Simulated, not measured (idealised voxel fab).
Name of the process module below: voxel trench capacitor
Square cell edge 5 nm, section width 270 nm, ID cut.
Cross-section, as written here: a square-cell grid given band by band from the top down, where a band holds one or more rows of cells.
Band: top height; bottom height; in nm. Then, left to right: material with width in nm, for each material. "full width": a single material spanning edge to edge. "blank": empty space.
It should be noted that heights are counted from 0, beneath which the wafer as supplied is of one material throughout, and that the lowest band possesses no lower boundary but continues downward, as written in "0 nm and below".
The width entry "30..40" should be interpreted row by row: the top row of cells in the band takes the first number, the bottom row takes the second number, and the change between adjacent rows is uniform throughout.
"stayed the same", as given for a step, is the statement that not any cell of the cross-section underwent a change during that step.
Look at "Tabulated closed voids" for the closed voids: empty spaces with no open path to the top, sized 8 cells or up. Each is width x height at distance, distance from the left edge, all nm.
It should be noted that, on the line of a given step, the content following the step's settings is a remark produced by the simulator itself with respect to that step.
The optional step-line setting "overlay nm" applies to steps with a mask and quantifies how far to the right of its planned location the mask lay, a negative value indicating leftward placement.
SET OUT BELOW ARE THE PLANNED STEPS OF THE PROCESS
1,RECEIVE (material Si)
2,CONFORMAL_DEP (material SiN; thk nm 5)
3,MASKED_ETCH (tone open; mask id TRENCH; width nm 15; pitch nm 40; etch materials SiN; depth nm 5; overlay nm 0)
4,MASKED_ETCH (tone open; mask id TRENCH; width nm 15; pitch nm 40; etch materials Si; depth nm 30; overlay nm 0)
5,CONFORMAL_DEP (material Al2O3; thk nm 5)
6,FILL_DEP (material polySi; thk nm 10)
7,CMP (height nm 5)
STEP 1 COMPLETE: CROSS-SECTION OF THE WAFER AS RECEIVED
  0 nm and below: Si full width
  Tabulated closed voids: none
CROSS-SECTIONAL VIEW OF THE FIRST OF THE TWO WAFERS UPON COMPLETION OF THE MODULE, PROCESSED IN ACCORDANCE WITH THE PLAN
  5 nm to 0 nm: 85 nm SiN, 5 nm Al2O3, 5 nm polySi, 5 nm Al2O3, 25 nm SiN, 5 nm Al2O3, 5 nm polySi, 5 nm Al2O3, 25 nm SiN, 5 nm Al2O3, 5 nm polySi, 5 nm Al2O3, 90 nm SiN
  0 nm to -25 nm: 85 nm Si, 5 nm Al2O3, 5 nm polySi, 5 nm Al2O3, 25 nm Si, 5 nm Al2O3, 5 nm polySi, 5 nm Al2O3, 25 nm Si, 5 nm Al2O3, 5 nm polySi, 5 nm Al2O3, 90 nm Si
  -25 nm to -30 nm: 85 nm Si, 15 nm Al2O3, 25 nm Si, 15 nm Al2O3, 25 nm Si, 15 nm Al2O3, 90 nm Si
  -30 nm and below: Si full width
  Tabulated closed voids: none
NOW THE SECOND WAFER, CROSS-SECTIONED AT THE END OF THE MODULE. NOTHING DIFFERENT AT THE START, NOTHING DIFFERENT IN THE PLAN COMPARED WITH THE FIRST, JUST ONE MISTAKE WHEN IT WAS ACTUALLY RUN
  5 nm to 0 nm: 80 nm SiN, 15 nm Al2O3, 25 nm SiN, 15 nm Al2O3, 25 nm SiN, 15 nm Al2O3, 95 nm SiN
  0 nm to -30 nm: 85 nm Si, 10 nm Al2O3, 30 nm Si, 10 nm Al2O3, 30 nm Si, 10 nm Al2O3, 95 nm Si
  -30 nm and below: Si full width
  Tabulated closed voids: none
Which mistake was made when the wafer was run? step 3 changed vs plan, executed as MASKED_ETCH (tone open; mask id TRENCH; width nm 15; pitch nm 40; etch materials SiN; depth nm 5; overlay nm -5)
The closing comparison, in cells, has the second wafer with more or fewer of some materials than the first: Si +18, polySi -18
